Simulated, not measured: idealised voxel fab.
Process module under the name voxel quadruple lines
265 nm wide, 5 nm square cells: that's cross-section cut.
Just so we're on the same page, the cross-sections are grids of square cells, and they're listed out in bands top to bottom, each band one or more rows deep.
Basically the band line says how high the top is and how high the bottom is, in nm, and then what's in it from left to right, every material with its width in nm. Empty space shows up as "blank", and if a single material carries "throughout" it runs the full band edge to edge.
It should be noted that heights are counted from 0, beneath which the wafer as supplied is of one material throughout, and that the lowest band possesses no lower boundary but continues downward, as written in "top 0, no bottom".
Width "30..40": first value at the band's top row of cells, second value at its bottom row, equal change from row to row.
It should be understood that the words "no modifications", when stated for a given step, signify that the cross-section underwent no change in any of its cells during that step.
Empty spaces without an open route to the top, at least 8 cells in extent, make up the entry "Enclosed void entries"; each is given as width x height at distance, where the distance is measured from the left edge, and all are in nm.
Step line, after settings: the simulator's comment on this step.
overlay nm: mask right of planned place by this much (step with mask). Neg. = left.
### Process steps (planned)
step 1: RECEIVE with material Si
step 2: CONFORMAL_DEP with material SiO2, thk nm 10
step 3: DIRECTIONAL_DEP with material Ru, thk nm 15
step 4: DIRECTIONAL_DEP with material polySi, thk nm 20
step 5: DIRECTIONAL_DEP with material aC, thk nm 25
step 6: PATTERN with tone cover, mask id MANDREL, material resist, width nm 25, thk nm 35, overlay nm 0
step 7: DIRECTIONAL_ETCH with etch materials aC, depth nm 25
step 8: STRIP with etch materials resist
step 9: CONFORMAL_DEP with material SiO2, thk nm 15
step 10: DIRECTIONAL_ETCH with etch materials SiO2, depth nm 15
step 11: STRIP with etch materials aC
step 12: DIRECTIONAL_ETCH with etch materials polySi, depth nm 20
step 13: STRIP with etch materials SiO2
step 14: CONFORMAL_DEP with material SiN, thk nm 5
step 15: DIRECTIONAL_ETCH with etch materials SiN, depth nm 5
step 16: STRIP with etch materials polySi
step 17: DIRECTIONAL_ETCH with etch materials Ru, depth nm 15
step 18: STRIP with etch materials SiN
### Here's what the wafer looked like in cross-section when it arrived - that's after step 1
    top 0, no bottom  Si throughout
    Enclosed void entries: none
### Final wafer profile in cross-section after the module, from the same start and plan as above, with one mistake made during processing
    top 25, bottom 10  blank 95 nm, Ru 5 nm, blank 15 nm, Ru 5 nm, blank 25 nm, Ru 5 nm, blank 15 nm, Ru 5 nm, blank 95 nm
    top 10, bottom 0  SiO2 throughout
    top 0, no bottom  Si throughout
    Enclosed void entries: none
Plan not followed: step 6 was processed under conditions differing from the plan, specifically as PATTERN with tone cover, mask id MANDREL, material resist, width nm 35, thk nm 35, overlay nm 0
